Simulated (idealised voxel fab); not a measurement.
Process module name: voxel ribs on slabs
Xsec cut, 190 nm wide, square cell size 5 nm.
Cross-section spec: square-cell grid; bands listed top down; each band is one or more rows.
Top height, bottom height, nm. Materials left to right, width each, nm. Single material + "everywhere" = fills band edge to edge. "air" = empty.
Heights are measured from 0, the level below which the as-received wafer is all one material; the lowest band has no bottom and continues downward, written as in "0 -> down".
Note: "30 to 40" means the width goes from the first number (top row of the band) to the second number (bottom row) in equal steps per row of cells.
A step reported as "remained the same" is a step in which no cell of the cross-section changed.
Look at "Closed void table" for the closed voids: empty spaces with no open path to the top, sized 8 cells or up. Each is width x height at distance, distance from the left edge, all nm.
Note: text after step settings on the step line = simulator remark on that step.
Steps that use a mask can have "overlay nm" on their line. It says how far the mask sat to the right of where it was meant to be. Negative means to the left.

Below is the list of planned process steps
1: RECEIVE with material Si
2: DIRECTIONAL_DEP with material SiO2, thk nm 30
3: DIRECTIONAL_DEP with material SiN, thk nm 25
4: MASKED_ETCH with tone cover, mask id RIB, width nm 15, etch materials SiN, depth nm 20, overlay nm 0
5: PATTERN with tone cover, mask id SLAB, material resist, width nm 60, thk nm 20, overlay nm 0
6: DIRECTIONAL_ETCH with etch materials SiN, depth nm 5
7: STRIP with etch materials resist
8: FILL_DEP with material SiO2, thk nm 15
9: CMP with height nm 65
10: DIRECTIONAL_DEP with material TiN, thk nm 5
11: DIRECTIONAL_DEP with material aC, thk nm 10
12: PATTERN with tone cover, mask id HEATER, material resist, width nm 30, thk nm 25, overlay nm 0
13: DIRECTIONAL_ETCH with etch materials aC, depth nm 10
14: STRIP with etch materials resist
15: DIRECTIONAL_ETCH with etch materials TiN, depth nm 5
16: STRIP with etch materials aC
17: CONFORMAL_DEP with material SiO2, thk nm 5
Don't read the plan's width nm for step 4 as applying to every wafer: that's the first wafer's value, and the wafers differ in it, though they all start identical.

Here's the first of the wafers in cross-section, just as we got it, i.e. after step 1
0 -> down = Si everywhere
Closed void table: none

The cross-section of the first of several wafers is given below for the end of the module, after its final step, step 17
75 -> 70 = 75 nm air / 40 nm SiO2 / 75 nm air
70 -> 65 = 80 nm SiO2 / 30 nm TiN / 80 nm SiO2
65 -> 55 = SiO2 everywhere
55 -> 35 = 90 nm SiO2 / 15 nm SiN / 85 nm SiO2
35 -> 30 = 65 nm SiO2 / 60 nm SiN / 65 nm SiO2
30 -> 0 = SiO2 everywhere
0 -> down = Si everywhere
Closed void table: none

Cross-section, last wafer, module completion
75 -> 70 = 75 nm air / 40 nm SiO2 / 75 nm air
70 -> 65 = 80 nm SiO2 / 30 nm TiN / 80 nm SiO2
65 -> 55 = SiO2 everywhere
55 -> 35 = 80 nm SiO2 / 35 nm SiN / 75 nm SiO2
35 -> 30 = 65 nm SiO2 / 60 nm SiN / 65 nm SiO2
30 -> 0 = SiO2 everywhere
0 -> down = Si everywhere
Closed void table: none

Heads up, this table goes wafer by wafer. A row tells you, at the end of the module, how many cells of each material that wafer has put on (+) or dropped (-) since it was received, and then its closed voids
width nm 15 | +24 SiN | +510 SiO2 | +6 TiN | Closed void table: none
width nm 20 | +28 SiN | +506 SiO2 | +6 TiN | Closed void table: none
width nm 25 | +32 SiN | +502 SiO2 | +6 TiN | Closed void table: none
width nm 30 | +36 SiN | +498 SiO2 | +6 TiN | Closed void table: none
width nm 35 | +40 SiN | +494 SiO2 | +6 TiN | Closed void table: none
